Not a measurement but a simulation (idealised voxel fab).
process module | voxel ribs on slabs
cross-section cut | 150 nm wide | cells 5 nm
A cross-section is a grid of square cells, given in bands from the top down. A band is one or more rows of cells.
Each band's line starts with the height of the band's top and of its bottom, in nm. Then come its materials from left to right, each with its width in nm. One material with "throughout" fills the band from edge to edge. "air" is empty space.
Height 0 is the level under which the wafer as received is all one material. The lowest band goes on downwards, as in "0 down".
A width such as "30 to 40" changes by the same amount from each row of cells to the next, from the band's top row to its bottom row.
"no change" after a step means that no cell of the cross-section changed.
closed voids: empty space of 8 cells or more with no open way to the top, each as width x height at its distance from the left edge, in nm
after a step's settings: what the simulator itself notes on the step
overlay nm, on a step with a mask: how far to the right of its planned place the mask lay; to the left if negative
plan
1 op RECEIVE | material Si
2 op DIRECTIONAL_DEP | material SiO2 | thk nm 25
3 op DIRECTIONAL_DEP | material SiN | thk nm 15
4 op PATTERN | tone cover | mask id RIB | material resist | width nm 15 | thk nm 15 | overlay nm 0
5 op DIRECTIONAL_ETCH | etch materials SiN | depth nm 10
6 op STRIP | etch materials resist
7 op MASKED_ETCH | tone cover | mask id SLAB | width nm 55 | etch materials SiN | depth nm 5 | overlay nm 0
8 op FILL_DEP | material SiO2 | thk nm 15
9 op CMP | height nm 50
10 op DIRECTIONAL_DEP | material TiN | thk nm 5
11 op PATTERN | tone cover | mask id HEATER | material resist | width nm 25 | thk nm 20 | overlay nm 0
12 op DIRECTIONAL_ETCH | etch materials TiN | depth nm 5
13 op STRIP | etch materials resist
14 op CONFORMAL_DEP | material SiN | thk nm 5
as received, after step 1
  0 down: Si throughout
  closed voids: none
first wafer at the end, as planned
  60 to 55: air 55 | SiN 35 | air 60
  55 to 50: SiN 60 | TiN 25 | SiN 65
  50 to 40: SiO2 throughout
  40 to 30: SiO2 65 | SiN 15 | SiO2 70
  30 to 25: SiO2 45 | SiN 55 | SiO2 50
  25 to 0: SiO2 throughout
  0 down: Si throughout
  closed voids: none
second wafer at the end: like start, like plan, one mistake
  55 to 50: air 55 | SiN 35 | air 60
  50 to 45: SiN 60 | TiN 25 | SiN 65
  45 to 40: SiO2 throughout
  40 to 30: SiO2 65 | SiN 15 | SiO2 70
  30 to 25: SiO2 45 | SiN 55 | SiO2 50
  25 to 0: SiO2 throughout
  0 down: Si throughout
  closed voids: none
what went wrong: step 9 ran as: op CMP | height nm 45
at the end the second wafer has, in cells: 30 fewer of SiO2
